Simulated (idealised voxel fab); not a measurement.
Name of the process module below: voxel self aligned contacts
This is section cut - it's 255 nm across, gridded in 5 nm square cells.
If you're reading a cross-section in this doc, picture square cells in a grid; it comes to you as bands, top ones listed first down to the bottom, and a band can be one or more rows of cells.
For a band, the entry starts with two heights in nm, that of the top and then that of the bottom, and carries on with the band's materials in order from left to right, each alongside its width in nm; the word "full width" beside a single material means it fills the band edge to edge, and "blank" means empty space.
Height is counted from the level 0, under which the received wafer is composed throughout of one material. The lowest of the bands is not closed at the bottom but continues downward, in the notation "0 -> down".
When a width is written as two numbers, as in "30..40", the first number is the width in the top row of cells of the band and the second is the width in its bottom row, and the width changes by the same amount from each row to the next.
For the purposes of this document, the phrase "nothing was modified" attached to a step denotes that no cell within the cross-section was modified by that step.
"Tabulated closed voids" - sealed voids, min. 8 cells, no opening to top; format: width x height at distance (distance from left edge; nm throughout).
Where a step's line continues beyond its settings, the continuation is a remark by the simulator itself on that step.
Regarding "overlay nm": on a step with a mask, it is the distance the mask lay to the right of its planned place; a negative value places it to the left.

[Steps in the process plan]
step 1: RECEIVE: material Si
step 2: CONFORMAL_DEP: material SiO2, thk nm 5
step 3: DIRECTIONAL_DEP: material polySi, thk nm 25
step 4: DIRECTIONAL_DEP: material SiN, thk nm 25
step 5: MASKED_ETCH: tone cover, mask id GATE, width nm 30, pitch nm 70, etch materials SiN, depth nm 25, overlay nm 0
step 6: MASKED_ETCH: tone cover, mask id GATE, width nm 30, pitch nm 70, etch materials polySi, depth nm 25, overlay nm 0
step 7: CONFORMAL_DEP: material SiN, thk nm 10
step 8: DIRECTIONAL_ETCH: etch materials SiN, depth nm 10
step 9: FILL_DEP: material SiO2, thk nm 10
step 10: CMP: height nm 60
step 11: DIRECTIONAL_DEP: material aC, thk nm 15
step 12: PATTERN: tone open, mask id CONTACT, material resist, width nm 50, thk nm 30, overlay nm 0
step 13: DIRECTIONAL_ETCH: etch materials aC, depth nm 15
step 14: STRIP: etch materials resist
step 15: DIRECTIONAL_ETCH: etch materials SiO2, depth nm 60
step 16: STRIP: etch materials aC
step 17: CONFORMAL_DEP: material TiN, thk nm 5
step 18: FILL_DEP: material Ru, thk nm 5
step 19: CMP: height nm 60
step 20: CONFORMAL_DEP: material SiCN, thk nm 5

[This is the cross-section of the wafer as we received it, i.e. after step 1]
* 0 -> down | Si full width
* Tabulated closed voids: none

[Cross-section, first of two wafers, end of module, run as planned]
* 65 -> 60 | SiCN full width
* 60 -> 55 | 100 SiO2, 20 TiN, 10 Ru, 20 TiN, 105 SiO2
* 55 -> 30 | 65 SiO2, 50 SiN, 5 TiN, 10 Ru, 5 TiN, 50 SiN, 70 SiO2
* 30 -> 5 | 65 SiO2, 10 SiN, 30 polySi, 10 SiN, 5 TiN, 10 Ru, 5 TiN, 10 SiN, 30 polySi, 10 SiN, 70 SiO2
* 5 -> 0 | 115 SiO2, 20 TiN, 120 SiO2
* 0 -> down | Si full width
* Tabulated closed voids: none

[Cross-section at end of module for the second wafer of two, which matched the first in starting point and plan and differed by one mistake in its processing]
* 65 -> 60 | SiCN full width
* 60 -> 55 | 60 Ru, 40 TiN, 50 SiO2, 40 TiN, 65 Ru
* 55 -> 30 | 60 Ru, 5 TiN, 50 SiN, 20 SiO2, 50 SiN, 5 TiN, 65 Ru
* 30 -> 5 | 60 Ru, 5 TiN, 10 SiN, 30 polySi, 10 SiN, 20 SiO2, 10 SiN, 30 polySi, 10 SiN, 5 TiN, 65 Ru
* 5 -> 0 | 65 TiN, 120 SiO2, 70 TiN
* 0 -> down | Si full width
* Tabulated closed voids: none
Nonconformance to the process plan: heads up, step 12 didn't go per plan, it actually ran as PATTERN: tone cover, mask id CONTACT, material resist, width nm 50, thk nm 30, overlay nm 0
Materials where the second wafer ends with more or fewer cells than the first: Ru +253; SiO2 -284; TiN +31
